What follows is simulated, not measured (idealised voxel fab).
This is a process module. Its name is voxel self aligned vias.
Section cut is 210 nm wide and gridded with 5 nm square cells.
Just so we're on the same page, the cross-sections are grids of square cells, and they're listed out in bands top to bottom, each band one or more rows deep.
First you get the band's top height and its bottom height, in nm, and then the materials it's made of, left to right, with each width in nm. If you see a single material with "throughout", that one covers the band edge to edge. "air" is empty space.
Heights are expressed relative to 0, this being the level below which the as-received wafer comprises one material exclusively. The lowest band is unbounded in the downward direction and is denoted as in "0 -> down".
So if you see something like "30->40" for the width, read it as the top row of the band sitting at the first number and the bottom row at the second, with every row in between moving by the same amount as the last.
Where the words "no modification" appear for a step, the cross-section shows no cell changed by that step; every cell remained as before.
"Enclosed voids" lists enclosed empty spaces (at least 8 cells, no open path upward to the top), each as width x height at distance from the left edge, in nm.
Note: text after step settings on the step line = simulator remark on that step.
overlay nm: step with mask; distance mask lay right of planned place; negative value = left of planned place.
STEPS PLANNED FOR THE PROCESS
1. RECEIVE | material Si
2. CONFORMAL_DEP | material SiO2 | thk nm 15
3. CONFORMAL_DEP | material SiCN | thk nm 5
4. DIRECTIONAL_DEP | material SiO2 | thk nm 25
5. PATTERN | tone open | mask id LINES | material resist | width nm 20 | pitch nm 60 | thk nm 15 | overlay nm -15
6. DIRECTIONAL_ETCH | etch materials SiO2 | depth nm 25
7. STRIP | etch materials resist
8. CONFORMAL_DEP | material TiN | thk nm 5
9. FILL_DEP | material Ru | thk nm 5
10. CMP | height nm 45
11. SELECTIVE_ETCH | etch materials W Ru TiN | depth nm 10
12. FILL_DEP | material SiN | thk nm 5
13. CMP | height nm 45
14. DIRECTIONAL_DEP | material SiO2 | thk nm 20
15. DIRECTIONAL_DEP | material aC | thk nm 10
16. PATTERN | tone open | mask id VIAS | material resist | width nm 30 | thk nm 30 | overlay nm 0
17. DIRECTIONAL_ETCH | etch materials aC | depth nm 10
18. STRIP | etch materials resist
19. DIRECTIONAL_ETCH | etch materials SiO2 | depth nm 20
20. DIRECTIONAL_ETCH | etch materials SiN | depth nm 10
21. STRIP | etch materials aC
22. CONFORMAL_DEP | material TiN | thk nm 5
23. FILL_DEP | material Cu | thk nm 5
24. CMP | height nm 65
25. CONFORMAL_DEP | material SiCN | thk nm 5
The wafers are alike at the start. At step 5, their overlay nm differs. The plan lists the first wafer's value.
SO THIS IS THE FIRST OF SEVERAL WAFERS, CROSS-SECTIONED AS IT CAME TO US, MEANING IT'S AT THE END OF STEP 1
  0 -> down  Si throughout
  Enclosed voids: none
HERE IS HOW TO READ THE ROWS: EVERY WAFER HAS A ROW, AND IT SHOWS THE WAFER AT THE END OF THE MODULE, GIVING FOR EACH MATERIAL HOW MANY CELLS WERE GAINED (+) OR LOST (-) SINCE THE WAFER WAS RECEIVED, THEN LISTING ITS CLOSED VOIDS
overlay nm -15; +12 Cu; +8 Ru; +84 SiCN; +12 SiN; +440 SiO2; +32 TiN; Enclosed voids: none
overlay nm -10; +14 Cu; +8 Ru; +84 SiCN; +10 SiN; +440 SiO2; +32 TiN; Enclosed voids: none
overlay nm -5; +16 Cu; +8 Ru; +84 SiCN; +8 SiN; +440 SiO2; +32 TiN; Enclosed voids: none
overlay nm 0; +16 Cu; +8 Ru; +84 SiCN; +8 SiN; +440 SiO2; +32 TiN; Enclosed voids: none
overlay nm 5; +16 Cu; +8 Ru; +84 SiCN; +8 SiN; +440 SiO2; +32 TiN; Enclosed voids: none
overlay nm 10; +14 Cu; +8 Ru; +84 SiCN; +10 SiN; +440 SiO2; +32 TiN; Enclosed voids: none
overlay nm 15; +12 Cu; +8 Ru; +84 SiCN; +12 SiN; +440 SiO2; +32 TiN; Enclosed voids: none
